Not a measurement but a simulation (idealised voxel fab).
process module | voxel tone inversion
cross-section cut | 260 nm wide | cells 5 nm
A cross-section is a grid of square cells, given in bands from the top down. A band is one or more rows of cells.
Each band's line starts with the height of the band's top and of its bottom, in nm. Then come its materials from left to right, each with its width in nm. One material with "throughout" fills the band from edge to edge. "air" is empty space.
Height 0 is the level under which the wafer as received is all one material. The lowest band goes on downwards, as in "0 down".
A width such as "30 to 40" changes by the same amount from each row of cells to the next, from the band's top row to its bottom row.
"no change" after a step means that no cell of the cross-section changed.
closed voids: empty space of 8 cells or more with no open way to the top, each as width x height at its distance from the left edge, in nm
after a step's settings: what the simulator itself notes on the step
overlay nm, on a step with a mask: how far to the right of its planned place the mask lay; to the left if negative
plan
1 op RECEIVE | material Si
2 op CONFORMAL_DEP | material SiN | thk nm 10
3 op DIRECTIONAL_DEP | material aC | thk nm 25
4 op PATTERN | tone cover | mask id POSTS | material resist | width nm 25 | pitch nm 50 | thk nm 30 | overlay nm 0
5 op DIRECTIONAL_ETCH | etch materials aC | depth nm 25
6 op STRIP | etch materials resist
7 op FILL_DEP | material SiO2 | thk nm 5
8 op CMP | height nm 35
9 op STRIP | etch materials aC
as received, after step 1
  0 down: Si throughout
  closed voids: none
first wafer at the end, as planned
  35 to 10: SiO2 65 | air 25 | SiO2 25 | air 25 | SiO2 25 | air 25 | SiO2 70
  10 to 0: SiN throughout
  0 down: Si throughout
  closed voids: none
second wafer at the end: like start, like plan, one mistake
  30 to 10: SiO2 65 | air 25 | SiO2 25 | air 25 | SiO2 25 | air 25 | SiO2 70
  10 to 0: SiN throughout
  0 down: Si throughout
  closed voids: none
what went wrong: step 8 ran as: op CMP | height nm 30
at the end the second wafer has, in cells: 37 fewer of SiO2
